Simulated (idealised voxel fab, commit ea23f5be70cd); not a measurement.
Process module heading - voxel fin reveal
Section cut is 180 nm wide and gridded with 5 nm square cells.
Think of the cross-section as a grid of square cells. We describe it in bands, top to bottom, and each band covers one or more rows of those cells.
Band: top height; bottom height; in nm. Then, left to right: material with width in nm, for each material. "edge to edge": a single material spanning edge to edge. "blank": empty space.
Heights are measured from 0, the level below which the as-received wafer is all one material; the lowest band has no bottom and continues downward, written as in "top 0, no bottom".
With a width like "30 to 40", each row of cells in the band differs from the next by the same amount, the top row carrying the first number and the bottom row the second.
No cell of the cross-section changed in a step that is given as "nothing got changed".
"Catalogued sealed voids" lists enclosed empty spaces (at least 8 cells, no open path upward to the top), each as width x height at distance from the left edge, in nm.
Where a step's line continues beyond its settings, the continuation is a remark by the simulator itself on that step.
A step line may carry the setting "overlay nm", which, for steps involving a mask, states the distance by which the mask lay to the right of its intended position; negative values denote displacement to the left.
-- Process steps foreseen in the plan
| 1 | RECEIVE [material Si] |
| 2 | CONFORMAL_DEP [material SiN] [thk nm 10] |
| 3 | DIRECTIONAL_DEP [material aC] [thk nm 15] |
| 4 | PATTERN [tone cover] [mask id FINS] [material resist] [width nm 15] [pitch nm 40] [thk nm 35] [overlay nm 0] |
| 5 | DIRECTIONAL_ETCH [etch materials aC] [depth nm 15] |
| 6 | STRIP [etch materials resist] |
| 7 | DIRECTIONAL_ETCH [etch materials SiN] [depth nm 10] |
| 8 | DIRECTIONAL_ETCH [etch materials Si] [depth nm 35] |
| 9 | STRIP [etch materials aC] |
| 10 | FILL_DEP [material SiO2] [thk nm 10] |
| 11 | CMP [height nm 10] |
| 12 | SELECTIVE_ETCH [etch materials SiO2] [depth nm 20] |
| 13 | STRIP [etch materials SiN] |
-- Cross-section of the incoming wafer, state after step 1
top 0, no bottom | Si edge to edge
Catalogued sealed voids: none
-- Final cross-section, module run with one mistake (start and plan as above)
top 0, bottom -10 | blank: 40; Si: 15; blank: 25; Si: 15; blank: 25; Si: 15; blank: 45
top -10, bottom -20 | SiO2: 20; blank: 20; Si: 15; blank: 25; Si: 15; blank: 25; Si: 15; blank: 20; SiO2: 25
top -20, bottom -35 | SiO2: 40; Si: 15; SiO2: 25; Si: 15; SiO2: 25; Si: 15; SiO2: 45
top -35, no bottom | Si edge to edge
Catalogued sealed voids: none
Processing error: steps 12 and 13 of the plan were each performed in the slot designated for the other
